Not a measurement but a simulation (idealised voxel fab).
Name of the process module below: voxel transistor to metal
Shown is cross-section cut, with a width of 160 nm and square cells of size 5 nm.
This document writes a cross-section as a grid whose cells are square, and gives it as bands, listed from the top down; one or more rows of cells form a band. Heights first: top, then bottom, in nm. Then materials, left to right, each with a width in nm. "throughout" on a single material: fills the band edge to edge. "air": empty space. For the purposes of this specification, 0 denotes the height below which the wafer in its as-received condition is composed wholly of one material, and the lowermost band, lacking a lower limit, extends downward without end, as expressed in "0..down". The two numbers in a width such as "30 to 40" mark its ends across the band: the first belongs to the top row of cells, the second to the bottom row, and from each row to the next the width moves by the same amount. Take "all unchanged" at face value: in the step it is given for, the cross-section changed in none of its cells. In "Voids, enclosed" the enclosed voids are listed, meaning empty spaces of 8 cells or larger without any opening to the top. The form is width x height at distance, distance from the left edge, units nm. Note: text after step settings on the step line = simulator remark on that step. overlay nm: how far to the right of its planned place the mask lay on this masked step (negative: to the left).
These are the steps we planned for the process
1. RECEIVE, material Si
2. CONFORMAL_DEP, material SiO2, thk nm 5
3. CONFORMAL_DEP, material SiN, thk nm 10
4. PATTERN, tone cover, mask id ACTIVE, material resist, width nm 125, thk nm 20, overlay nm 0
5. DIRECTIONAL_ETCH, etch materials SiN, depth nm 10
6. DIRECTIONAL_ETCH, etch materials SiO2, depth nm 5
7. DIRECTIONAL_ETCH, etch materials Si, depth nm 35
8. STRIP, etch materials resist
9. FILL_DEP, material SiO2, thk nm 15
10. CMP, height nm 15
11. SELECTIVE_ETCH, etch materials SiO2, depth nm 5
12. STRIP, etch materials SiN
13. SELECTIVE_ETCH, etch materials SiO2, depth nm 5
14. OXIDIZE, depth nm 5
15. DIRECTIONAL_DEP, material polySi, thk nm 20
16. DIRECTIONAL_DEP, material SiCN, thk nm 10
17. PATTERN, tone cover, mask id GATE, material resist, width nm 35, thk nm 15, overlay nm 0
18. DIRECTIONAL_ETCH, etch materials SiCN, depth nm 20
19. DIRECTIONAL_ETCH, etch materials polySi, depth nm 30
20. STRIP, etch materials resist
21. CONFORMAL_DEP, material SiO2, thk nm 5
22. DIRECTIONAL_ETCH, etch materials SiO2, depth nm 5
23. CONFORMAL_DEP, material SiN, thk nm 5
24. DIRECTIONAL_ETCH, etch materials SiN, depth nm 5
25. DIRECTIONAL_ETCH, etch materials SiO2, depth nm 5
26. DIRECTIONAL_ETCH, etch materials Si, depth nm 5
27. EPI, material SiGe, thk nm 5
28. FILL_DEP, material SiO2, thk nm 5
29. CMP, height nm 20
30. STRIP, etch materials polySi
31. SELECTIVE_ETCH, etch materials SiO2, depth nm 5
32. CONFORMAL_DEP, material HfO2, thk nm 5
33. CONFORMAL_DEP, material TiN, thk nm 5
34. FILL_DEP, material W, thk nm 5
35. CMP, height nm 15
36. DIRECTIONAL_DEP, material SiO2, thk nm 15
37. MASKED_ETCH, tone open, mask id CONTACT, width nm 20, pitch nm 85, etch materials SiO2, depth nm 35, overlay nm 0
38. CONFORMAL_DEP, material TiN, thk nm 5
39. FILL_DEP, material Ru, thk nm 5
40. CMP, height nm 30
41. CONFORMAL_DEP, material SiN, thk nm 5
42. DIRECTIONAL_DEP, material lowk, thk nm 20
43. PATTERN, tone open, mask id METAL_1, material resist, width nm 20, pitch nm 85, thk nm 20, overlay nm 0
44. DIRECTIONAL_ETCH, etch materials lowk, depth nm 20
45. DIRECTIONAL_ETCH, etch materials SiN, depth nm 5
46. STRIP, etch materials resist
47. CONFORMAL_DEP, material TiN, thk nm 5
48. FILL_DEP, material Ru, thk nm 5
49. CMP, height nm 55
50. CONFORMAL_DEP, material SiCN, thk nm 5
51. DIRECTIONAL_DEP, material SiO2, thk nm 30
52. PATTERN, tone open, mask id METAL_2_HOLES, material resist, width nm 15, pitch nm 85, thk nm 20, overlay nm 0
53. DIRECTIONAL_ETCH, etch materials SiO2, depth nm 30
54. STRIP, etch materials resist
55. PATTERN, tone open, mask id METAL_2, material resist, width nm 20, pitch nm 85, thk nm 15, overlay nm 0
56. DIRECTIONAL_ETCH, etch materials SiO2, depth nm 15
57. DIRECTIONAL_ETCH, etch materials SiCN, depth nm 5
58. STRIP, etch materials resist
59. CONFORMAL_DEP, material TiN, thk nm 5
60. FILL_DEP, material Cu, thk nm 10
61. CMP, height nm 90
62. CONFORMAL_DEP, material SiN, thk nm 5
First of two wafers, processed according to plan
Wafer cross-section on receipt, i.e. after step 1
	0..down: Si throughout
	Voids, enclosed: none
The wafer, seen in cross-section, after step 2
	5..0: SiO2 throughout
	Below 0 it's all the same as before, nothing changed down there.
The wafer, seen in cross-section, after step 3
	15..5: SiN throughout
	Below 5 it's all the same as before, nothing changed down there.
The wafer, seen in cross-section, after step 4
	35..15: 15 air / 125 resist / 20 air
	Below 15 it's all the same as before, nothing changed down there.
The wafer, seen in cross-section, after step 5
	35..15: 15 air / 125 resist / 20 air
	15..5: 15 air / 125 SiN / 20 air
	Below 5 it's all the same as before, nothing changed down there.
The wafer, seen in cross-section, after step 6
	35..15: 15 air / 125 resist / 20 air
	15..5: 15 air / 125 SiN / 20 air
	5..0: 15 air / 125 SiO2 / 20 air
	Below 0 it's all the same as before, nothing changed down there.
The wafer, seen in cross-section, after step 7
	35..15: 15 air / 125 resist / 20 air
	15..5: 15 air / 125 SiN / 20 air
	5..0: 15 air / 125 SiO2 / 20 air
	0..-35: 15 air / 125 Si / 20 air
	Below -35 it's all the same as before, nothing changed down there.
The wafer, seen in cross-section, after step 8
	15..5: 15 air / 125 SiN / 20 air
	Below 5 it's all the same as before, nothing changed down there.
The wafer, seen in cross-section, after step 9
	30..15: SiO2 throughout
	15..5: 15 SiO2 / 125 SiN / 20 SiO2
	5..0: SiO2 throughout
	0..-35: 15 SiO2 / 125 Si / 20 SiO2
	Below -35 it's all the same as before, nothing changed down there.
The wafer, seen in cross-section, after step 10
	15..5: 15 SiO2 / 125 SiN / 20 SiO2
	Below 5 it's all the same as before, nothing changed down there.
The wafer, seen in cross-section, after step 11
	15..10: 15 air / 125 SiN / 20 air
	Below 10 it's all the same as before, nothing changed down there.
The wafer, seen in cross-section, after step 12
	10..5: 15 SiO2 / 125 air / 20 SiO2
	Below 5 it's all the same as before, nothing changed down there.
The wafer, seen in cross-section, after step 13
	5..0: 10 SiO2 / 135 air / 15 SiO2
	Below 0 it's all the same as before, nothing changed down there.
The wafer, seen in cross-section, after step 14
	5..0: 10 SiO2 / 135 air / 15 SiO2
	0..-5: SiO2 throughout
	Below -5 it's all the same as before, nothing changed down there.
The wafer, seen in cross-section, after step 15
	25..20: 10 polySi / 135 air / 15 polySi
	20..5: polySi throughout
	5..0: 10 SiO2 / 135 polySi / 15 SiO2
	Below 0 it's all the same as before, nothing changed down there.
The wafer, seen in cross-section, after step 16
	35..30: 10 SiCN / 135 air / 15 SiCN
	30..25: SiCN throughout
	25..20: 10 polySi / 135 SiCN / 15 polySi
	Below 20 it's all the same as before, nothing changed down there.
The wafer, seen in cross-section, after step 17
	50..35: 60 air / 35 resist / 65 air
	35..30: 10 SiCN / 50 air / 35 resist / 50 air / 15 SiCN
	Below 30 it's all the same as before, nothing changed down there.
The wafer, seen in cross-section, after step 18
	50..30: 60 air / 35 resist / 65 air
	30..25: 60 air / 35 SiCN / 65 air
	25..20: 10 polySi / 50 air / 35 SiCN / 50 air / 15 polySi
	Below 20 it's all the same as before, nothing changed down there.
The wafer, seen in cross-section, after step 19
	50..30: 60 air / 35 resist / 65 air
	30..20: 60 air / 35 SiCN / 65 air
	20..5: 60 air / 35 polySi / 65 air
	5..0: 10 SiO2 / 50 air / 35 polySi / 50 air / 15 SiO2
	Below 0 it's all the same as before, nothing changed down there.
The wafer, seen in cross-section, after step 20
	30..20: 60 air / 35 SiCN / 65 air
	Below 20 it's all the same as before, nothing changed down there.
The wafer, seen in cross-section, after step 21
	35..30: 55 air / 45 SiO2 / 60 air
	30..20: 55 air / 5 SiO2 / 35 SiCN / 5 SiO2 / 60 air
	20..10: 55 air / 5 SiO2 / 35 polySi / 5 SiO2 / 60 air
	10..5: 15 SiO2 / 40 air / 5 SiO2 / 35 polySi / 5 SiO2 / 40 air / 20 SiO2
	5..0: 60 SiO2 / 35 polySi / 65 SiO2
	Below 0 it's all the same as before, nothing changed down there.
The wafer, seen in cross-section, after step 22
	30..20: 55 air / 5 SiO2 / 35 SiCN / 5 SiO2 / 60 air
	20..5: 55 air / 5 SiO2 / 35 polySi / 5 SiO2 / 60 air
	5..0: 15 SiO2 / 40 air / 5 SiO2 / 35 polySi / 5 SiO2 / 40 air / 20 SiO2
	Below 0 it's all the same as before, nothing changed down there.
The wafer, seen in cross-section, after step 23
	35..30: 50 air / 55 SiN / 55 air
	30..20: 50 air / 5 SiN / 5 SiO2 / 35 SiCN / 5 SiO2 / 5 SiN / 55 air
	20..10: 50 air / 5 SiN / 5 SiO2 / 35 polySi / 5 SiO2 / 5 SiN / 55 air
	10..5: 20 SiN / 30 air / 5 SiN / 5 SiO2 / 35 polySi / 5 SiO2 / 5 SiN / 30 air / 25 SiN
	5..0: 15 SiO2 / 40 SiN / 5 SiO2 / 35 polySi / 5 SiO2 / 40 SiN / 20 SiO2
	Below 0 it's all the same as before, nothing changed down there.
The wafer, seen in cross-section, after step 24
	30..20: 50 air / 5 SiN / 5 SiO2 / 35 SiCN / 5 SiO2 / 5 SiN / 55 air
	20..5: 50 air / 5 SiN / 5 SiO2 / 35 polySi / 5 SiO2 / 5 SiN / 55 air
	5..0: 15 SiO2 / 5 SiN / 30 air / 5 SiN / 5 SiO2 / 35 polySi / 5 SiO2 / 5 SiN / 30 air / 5 SiN / 20 SiO2
	Below 0 it's all the same as before, nothing changed down there.
The wafer, seen in cross-section, after step 25
	30..25: 50 air / 5 SiN / 5 air / 35 SiCN / 5 air / 5 SiN / 55 air
	25..20: 50 air / 5 SiN / 5 SiO2 / 35 SiCN / 5 SiO2 / 5 SiN / 55 air
	20..5: 50 air / 5 SiN / 5 SiO2 / 35 polySi / 5 SiO2 / 5 SiN / 55 air
	5..0: 15 air / 5 SiN / 30 air / 5 SiN / 5 SiO2 / 35 polySi / 5 SiO2 / 5 SiN / 30 air / 5 SiN / 20 air
	0..-5: 20 SiO2 / 30 air / 55 SiO2 / 30 air / 25 SiO2
	Below -5 it's all the same as before, nothing changed down there.
The wafer, seen in cross-section, after step 26
	30..25: 50 air / 5 SiN / 5 air / 35 SiCN / 5 air / 5 SiN / 55 air
	25..20: 50 air / 5 SiN / 5 SiO2 / 35 SiCN / 5 SiO2 / 5 SiN / 55 air
	20..5: 50 air / 5 SiN / 5 SiO2 / 35 polySi / 5 SiO2 / 5 SiN / 55 air
	5..0: 15 air / 5 SiN / 30 air / 5 SiN / 5 SiO2 / 35 polySi / 5 SiO2 / 5 SiN / 30 air / 5 SiN / 20 air
	0..-5: 20 SiO2 / 30 air / 55 SiO2 / 30 air / 25 SiO2
	-5..-10: 15 SiO2 / 5 Si / 30 air / 55 Si / 30 air / 5 Si / 20 SiO2
	Below -10 it's all the same as before, nothing changed down there.
The wafer, seen in cross-section, after step 27
	30..25: 50 air / 5 SiN / 5 air / 35 SiCN / 5 air / 5 SiN / 55 air
	25..20: 50 air / 5 SiN / 5 SiO2 / 35 SiCN / 5 SiO2 / 5 SiN / 55 air
	20..5: 50 air / 5 SiN / 5 SiO2 / 35 polySi / 5 SiO2 / 5 SiN / 55 air
	5..0: 15 air / 5 SiN / 30 air / 5 SiN / 5 SiO2 / 35 polySi / 5 SiO2 / 5 SiN / 30 air / 5 SiN / 20 air
	0..-5: 20 SiO2 / 5 SiGe / 20 air / 5 SiGe / 55 SiO2 / 5 SiGe / 20 air / 5 SiGe / 25 SiO2
	-5..-10: 15 SiO2 / 5 Si / 30 SiGe / 55 Si / 30 SiGe / 5 Si / 20 SiO2
	Below -10 it's all the same as before, nothing changed down there.
The wafer, seen in cross-section, after step 28
	35..30: SiO2 throughout
	30..20: 50 SiO2 / 5 SiN / 5 SiO2 / 35 SiCN / 5 SiO2 / 5 SiN / 55 SiO2
	20..5: 50 SiO2 / 5 SiN / 5 SiO2 / 35 polySi / 5 SiO2 / 5 SiN / 55 SiO2
	5..0: 15 SiO2 / 5 SiN / 30 SiO2 / 5 SiN / 5 SiO2 / 35 polySi / 5 SiO2 / 5 SiN / 30 SiO2 / 5 SiN / 20 SiO2
	0..-5: 20 SiO2 / 5 SiGe / 20 SiO2 / 5 SiGe / 55 SiO2 / 5 SiGe / 20 SiO2 / 5 SiGe / 25 SiO2
	Below -5 it's all the same as before, nothing changed down there.
The wafer, seen in cross-section, after step 29
	20..5: 50 SiO2 / 5 SiN / 5 SiO2 / 35 polySi / 5 SiO2 / 5 SiN / 55 SiO2
	Below 5 it's all the same as before, nothing changed down there.
The wafer, seen in cross-section, after step 30
	20..5: 50 SiO2 / 5 SiN / 5 SiO2 / 35 air / 5 SiO2 / 5 SiN / 55 SiO2
	5..0: 15 SiO2 / 5 SiN / 30 SiO2 / 5 SiN / 5 SiO2 / 35 air / 5 SiO2 / 5 SiN / 30 SiO2 / 5 SiN / 20 SiO2
	Below 0 it's all the same as before, nothing changed down there.
The wafer, seen in cross-section, after step 31
	20..15: 50 air / 5 SiN / 45 air / 5 SiN / 55 air
	15..5: 50 SiO2 / 5 SiN / 45 air / 5 SiN / 55 SiO2
	5..0: 15 SiO2 / 5 SiN / 30 SiO2 / 5 SiN / 45 air / 5 SiN / 30 SiO2 / 5 SiN / 20 SiO2
	0..-5: 20 SiO2 / 5 SiGe / 20 SiO2 / 5 SiGe / 5 SiO2 / 45 air / 5 SiO2 / 5 SiGe / 20 SiO2 / 5 SiGe / 25 SiO2
	Below -5 it's all the same as before, nothing changed down there.
The wafer, seen in cross-section, after step 32
	25..20: 45 air / 15 HfO2 / 35 air / 15 HfO2 / 50 air
	20..15: 50 HfO2 / 5 SiN / 5 HfO2 / 35 air / 5 HfO2 / 5 SiN / 55 HfO2
	15..5: 50 SiO2 / 5 SiN / 5 HfO2 / 35 air / 5 HfO2 / 5 SiN / 55 SiO2
	5..0: 15 SiO2 / 5 SiN / 30 SiO2 / 5 SiN / 5 HfO2 / 35 air / 5 HfO2 / 5 SiN / 30 SiO2 / 5 SiN / 20 SiO2
	0..-5: 20 SiO2 / 5 SiGe / 20 SiO2 / 5 SiGe / 5 SiO2 / 45 HfO2 / 5 SiO2 / 5 SiGe / 20 SiO2 / 5 SiGe / 25 SiO2
	Below -5 it's all the same as before, nothing changed down there.
The wafer, seen in cross-section, after step 33
	30..25: 40 air / 25 TiN / 25 air / 25 TiN / 45 air
	25..20: 45 TiN / 15 HfO2 / 5 TiN / 25 air / 5 TiN / 15 HfO2 / 50 TiN
	20..15: 50 HfO2 / 5 SiN / 5 HfO2 / 5 TiN / 25 air / 5 TiN / 5 HfO2 / 5 SiN / 55 HfO2
	15..5: 50 SiO2 / 5 SiN / 5 HfO2 / 5 TiN / 25 air / 5 TiN / 5 HfO2 / 5 SiN / 55 SiO2
	5..0: 15 SiO2 / 5 SiN / 30 SiO2 / 5 SiN / 5 HfO2 / 35 TiN / 5 HfO2 / 5 SiN / 30 SiO2 / 5 SiN / 20 SiO2
	Below 0 it's all the same as before, nothing changed down there.
The wafer, seen in cross-section, after step 34
	35..30: W throughout
	30..25: 40 W / 25 TiN / 25 W / 25 TiN / 45 W
	25..20: 45 TiN / 15 HfO2 / 5 TiN / 25 W / 5 TiN / 15 HfO2 / 50 TiN
	20..15: 50 HfO2 / 5 SiN / 5 HfO2 / 5 TiN / 25 W / 5 TiN / 5 HfO2 / 5 SiN / 55 HfO2
	15..5: 50 SiO2 / 5 SiN / 5 HfO2 / 5 TiN / 25 W / 5 TiN / 5 HfO2 / 5 SiN / 55 SiO2
	Below 5 it's all the same as before, nothing changed down there.
The wafer, seen in cross-section, after step 35
	15..5: 50 SiO2 / 5 SiN / 5 HfO2 / 5 TiN / 25 W / 5 TiN / 5 HfO2 / 5 SiN / 55 SiO2
	Below 5 it's all the same as before, nothing changed down there.
The wafer, seen in cross-section, after step 36
	30..15: SiO2 throughout
	Below 15 it's all the same as before, nothing changed down there.
The wafer, seen in cross-section, after step 37
	30..15: 25 SiO2 / 20 air / 65 SiO2 / 20 air / 30 SiO2
	15..5: 25 SiO2 / 20 air / 5 SiO2 / 5 SiN / 5 HfO2 / 5 TiN / 25 W / 5 TiN / 5 HfO2 / 5 SiN / 5 SiO2 / 20 air / 30 SiO2
	5..0: 15 SiO2 / 5 SiN / 5 SiO2 / 20 air / 5 SiO2 / 5 SiN / 5 HfO2 / 35 TiN / 5 HfO2 / 5 SiN / 5 SiO2 / 20 air / 5 SiO2 / 5 SiN / 20 SiO2
	0..-5: 20 SiO2 / 5 SiGe / 20 air / 5 SiGe / 5 SiO2 / 45 HfO2 / 5 SiO2 / 5 SiGe / 20 air / 5 SiGe / 25 SiO2
	Below -5 it's all the same as before, nothing changed down there.
The wafer, seen in cross-section, after step 38
	35..30: 30 TiN / 10 air / 75 TiN / 10 air / 35 TiN
	30..15: 25 SiO2 / 5 TiN / 10 air / 5 TiN / 65 SiO2 / 5 TiN / 10 air / 5 TiN / 30 SiO2
	15..5: 25 SiO2 / 5 TiN / 10 air / 5 TiN / 5 SiO2 / 5 SiN / 5 HfO2 / 5 TiN / 25 W / 5 TiN / 5 HfO2 / 5 SiN / 5 SiO2 / 5 TiN / 10 air / 5 TiN / 30 SiO2
	5..0: 15 SiO2 / 5 SiN / 5 SiO2 / 5 TiN / 10 air / 5 TiN / 5 SiO2 / 5 SiN / 5 HfO2 / 35 TiN / 5 HfO2 / 5 SiN / 5 SiO2 / 5 TiN / 10 air / 5 TiN / 5 SiO2 / 5 SiN / 20 SiO2
	0..-5: 20 SiO2 / 5 SiGe / 20 TiN / 5 SiGe / 5 SiO2 / 45 HfO2 / 5 SiO2 / 5 SiGe / 20 TiN / 5 SiGe / 25 SiO2
	Below -5 it's all the same as before, nothing changed down there.
The wafer, seen in cross-section, after step 39
	40..35: Ru throughout
	35..30: 30 TiN / 10 Ru / 75 TiN / 10 Ru / 35 TiN
	30..15: 25 SiO2 / 5 TiN / 10 Ru / 5 TiN / 65 SiO2 / 5 TiN / 10 Ru / 5 TiN / 30 SiO2
	15..5: 25 SiO2 / 5 TiN / 10 Ru / 5 TiN / 5 SiO2 / 5 SiN / 5 HfO2 / 5 TiN / 25 W / 5 TiN / 5 HfO2 / 5 SiN / 5 SiO2 / 5 TiN / 10 Ru / 5 TiN / 30 SiO2
	5..0: 15 SiO2 / 5 SiN / 5 SiO2 / 5 TiN / 10 Ru / 5 TiN / 5 SiO2 / 5 SiN / 5 HfO2 / 35 TiN / 5 HfO2 / 5 SiN / 5 SiO2 / 5 TiN / 10 Ru / 5 TiN / 5 SiO2 / 5 SiN / 20 SiO2
	Below 0 it's all the same as before, nothing changed down there.
The wafer, seen in cross-section, after step 40
	30..15: 25 SiO2 / 5 TiN / 10 Ru / 5 TiN / 65 SiO2 / 5 TiN / 10 Ru / 5 TiN / 30 SiO2
	Below 15 it's all the same as before, nothing changed down there.
The wafer, seen in cross-section, after step 41
	35..30: SiN throughout
	Below 30 it's all the same as before, nothing changed down there.
The wafer, seen in cross-section, after step 42
	55..35: lowk throughout
	Below 35 it's all the same as before, nothing changed down there.
The wafer, seen in cross-section, after step 43
	75..55: 25 resist / 20 air / 65 resist / 20 air / 30 resist
	Below 55 it's all the same as before, nothing changed down there.
The wafer, seen in cross-section, after step 44
	75..55: 25 resist / 20 air / 65 resist / 20 air / 30 resist
	55..35: 25 lowk / 20 air / 65 lowk / 20 air / 30 lowk
	Below 35 it's all the same as before, nothing changed down there.
The wafer, seen in cross-section, after step 45
	75..55: 25 resist / 20 air / 65 resist / 20 air / 30 resist
	55..35: 25 lowk / 20 air / 65 lowk / 20 air / 30 lowk
	35..30: 25 SiN / 20 air / 65 SiN / 20 air / 30 SiN
	Below 30 it's all the same as before, nothing changed down there.
The wafer, seen in cross-section, after step 46
	55..35: 25 lowk / 20 air / 65 lowk / 20 air / 30 lowk
	Below 35 it's all the same as before, nothing changed down there.
The wafer, seen in cross-section, after step 47
	60..55: 30 TiN / 10 air / 75 TiN / 10 air / 35 TiN
	55..35: 25 lowk / 5 TiN / 10 air / 5 TiN / 65 lowk / 5 TiN / 10 air / 5 TiN / 30 lowk
	35..30: 25 SiN / 20 TiN / 65 SiN / 20 TiN / 30 SiN
	Below 30 it's all the same as before, nothing changed down there.
The wafer, seen in cross-section, after step 48
	65..60: Ru throughout
	60..55: 30 TiN / 10 Ru / 75 TiN / 10 Ru / 35 TiN
	55..35: 25 lowk / 5 TiN / 10 Ru / 5 TiN / 65 lowk / 5 TiN / 10 Ru / 5 TiN / 30 lowk
	Below 35 it's all the same as before, nothing changed down there.
The wafer, seen in cross-section, after step 49
	55..35: 25 lowk / 5 TiN / 10 Ru / 5 TiN / 65 lowk / 5 TiN / 10 Ru / 5 TiN / 30 lowk
	Below 35 it's all the same as before, nothing changed down there.
The wafer, seen in cross-section, after step 50
	60..55: SiCN throughout
	Below 55 it's all the same as before, nothing changed down there.
The wafer, seen in cross-section, after step 51
	90..60: SiO2 throughout
	Below 60 it's all the same as before, nothing changed down there.
The wafer, seen in cross-section, after step 52
	110..90: 25 resist / 15 air / 70 resist / 15 air / 35 resist
	Below 90 it's all the same as before, nothing changed down there.
The wafer, seen in cross-section, after step 53
	110..90: 25 resist / 15 air / 70 resist / 15 air / 35 resist
	90..60: 25 SiO2 / 15 air / 70 SiO2 / 15 air / 35 SiO2
	Below 60 it's all the same as before, nothing changed down there.
The wafer, seen in cross-section, after step 54
	90..60: 25 SiO2 / 15 air / 70 SiO2 / 15 air / 35 SiO2
	Below 60 it's all the same as before, nothing changed down there.
The wafer, seen in cross-section, after step 55
	105..90: 25 resist / 20 air / 65 resist / 20 air / 30 resist
	Below 90 it's all the same as before, nothing changed down there.
The wafer, seen in cross-section, after step 56
	105..90: 25 resist / 20 air / 65 resist / 20 air / 30 resist
	90..75: 25 SiO2 / 20 air / 65 SiO2 / 20 air / 30 SiO2
	Below 75 it's all the same as before, nothing changed down there.
The wafer, seen in cross-section, after step 57
	105..90: 25 resist / 20 air / 65 resist / 20 air / 30 resist
	90..75: 25 SiO2 / 20 air / 65 SiO2 / 20 air / 30 SiO2
	75..60: 25 SiO2 / 15 air / 70 SiO2 / 15 air / 35 SiO2
	60..55: 25 SiCN / 15 air / 70 SiCN / 15 air / 35 SiCN
	Below 55 it's all the same as before, nothing changed down there.
The wafer, seen in cross-section, after step 58
	90..75: 25 SiO2 / 20 air / 65 SiO2 / 20 air / 30 SiO2
	Below 75 it's all the same as before, nothing changed down there.
The wafer, seen in cross-section, after step 59
	95..90: 30 TiN / 10 air / 75 TiN / 10 air / 35 TiN
	90..80: 25 SiO2 / 5 TiN / 10 air / 5 TiN / 65 SiO2 / 5 TiN / 10 air / 5 TiN / 30 SiO2
	80..75: 25 SiO2 / 5 TiN / 5 air / 10 TiN / 65 SiO2 / 5 TiN / 5 air / 10 TiN / 30 SiO2
	75..60: 25 SiO2 / 5 TiN / 5 air / 5 TiN / 70 SiO2 / 5 TiN / 5 air / 5 TiN / 35 SiO2
	60..55: 25 SiCN / 15 TiN / 70 SiCN / 15 TiN / 35 SiCN
	Below 55 it's all the same as before, nothing changed down there.
The wafer, seen in cross-section, after step 60
	105..95: Cu throughout
	95..90: 30 TiN / 10 Cu / 75 TiN / 10 Cu / 35 TiN
	90..80: 25 SiO2 / 5 TiN / 10 Cu / 5 TiN / 65 SiO2 / 5 TiN / 10 Cu / 5 TiN / 30 SiO2
	80..75: 25 SiO2 / 5 TiN / 5 Cu / 10 TiN / 65 SiO2 / 5 TiN / 5 Cu / 10 TiN / 30 SiO2
	75..60: 25 SiO2 / 5 TiN / 5 Cu / 5 TiN / 70 SiO2 / 5 TiN / 5 Cu / 5 TiN / 35 SiO2
	Below 60 it's all the same as before, nothing changed down there.
The wafer, seen in cross-section, after step 61
	90..80: 25 SiO2 / 5 TiN / 10 Cu / 5 TiN / 65 SiO2 / 5 TiN / 10 Cu / 5 TiN / 30 SiO2
	Below 80 it's all the same as before, nothing changed down there.
The wafer, seen in cross-section, after step 62
	95..90: SiN throughout
	Below 90 it's all the same as before, nothing changed down there.
Wafer two. Same start, same plan, one slip in execution. Same as wafer one through step 50, inclusive
Second wafer, sectioned view, at step 51's planned end time
	120..60: SiO2 throughout
	Below 60 it's all the same as before, nothing changed down there.
Second wafer, sectioned view, at step 52's planned end time
	140..120: 25 resist / 15 air / 70 resist / 15 air / 35 resist
	Below 120 it's all the same as before, nothing changed down there.
Second wafer, sectioned view, at step 53's planned end time
	140..120: 25 resist / 15 air / 70 resist / 15 air / 35 resist
	120..90: 25 SiO2 / 15 air / 70 SiO2 / 15 air / 35 SiO2
	Below 90 it's all the same as before, nothing changed down there.
Second wafer, sectioned view, at step 54's planned end time
	120..90: 25 SiO2 / 15 air / 70 SiO2 / 15 air / 35 SiO2
	Below 90 it's all the same as before, nothing changed down there.
Second wafer, sectioned view, at step 55's planned end time
	135..120: 25 resist / 20 air / 65 resist / 20 air / 30 resist
	Below 120 it's all the same as before, nothing changed down there.
Second wafer, sectioned view, at step 56's planned end time
	135..120: 25 resist / 20 air / 65 resist / 20 air / 30 resist
	120..105: 25 SiO2 / 20 air / 65 SiO2 / 20 air / 30 SiO2
	105..75: 25 SiO2 / 15 air / 70 SiO2 / 15 air / 35 SiO2
	Below 75 it's all the same as before, nothing changed down there.
Second wafer, sectioned view, at step 57's planned end time: all unchanged
Second wafer, sectioned view, at step 58's planned end time
	120..105: 25 SiO2 / 20 air / 65 SiO2 / 20 air / 30 SiO2
	Below 105 it's all the same as before, nothing changed down there.
Second wafer, sectioned view, at step 59's planned end time
	125..120: 30 TiN / 10 air / 75 TiN / 10 air / 35 TiN
	120..110: 25 SiO2 / 5 TiN / 10 air / 5 TiN / 65 SiO2 / 5 TiN / 10 air / 5 TiN / 30 SiO2
	110..105: 25 SiO2 / 5 TiN / 5 air / 10 TiN / 65 SiO2 / 5 TiN / 5 air / 10 TiN / 30 SiO2
	105..80: 25 SiO2 / 5 TiN / 5 air / 5 TiN / 70 SiO2 / 5 TiN / 5 air / 5 TiN / 35 SiO2
	80..75: 25 SiO2 / 15 TiN / 70 SiO2 / 15 TiN / 35 SiO2
	Below 75 it's all the same as before, nothing changed down there.
Second wafer, sectioned view, at step 60's planned end time
	135..125: Cu throughout
	125..120: 30 TiN / 10 Cu / 75 TiN / 10 Cu / 35 TiN
	120..110: 25 SiO2 / 5 TiN / 10 Cu / 5 TiN / 65 SiO2 / 5 TiN / 10 Cu / 5 TiN / 30 SiO2
	110..105: 25 SiO2 / 5 TiN / 5 Cu / 10 TiN / 65 SiO2 / 5 TiN / 5 Cu / 10 TiN / 30 SiO2
	105..80: 25 SiO2 / 5 TiN / 5 Cu / 5 TiN / 70 SiO2 / 5 TiN / 5 Cu / 5 TiN / 35 SiO2
	Below 80 it's all the same as before, nothing changed down there.
Second wafer, sectioned view, at step 61's planned end time
	90..80: 25 SiO2 / 5 TiN / 5 Cu / 5 TiN / 70 SiO2 / 5 TiN / 5 Cu / 5 TiN / 35 SiO2
	Below 80 it's all the same as before, nothing changed down there.
Second wafer, sectioned view, at step 62's planned end time
	95..90: SiN throughout
	Below 90 it's all the same as before, nothing changed down there.
It is concluded that the wafer was processed incorrectly with respect to the plan, in that plan step 51 ran twice
Wafer comparison, final, in cells, second relative to first, materials more or fewer: Cu -12, SiCN +6, SiO2 +24, TiN -18
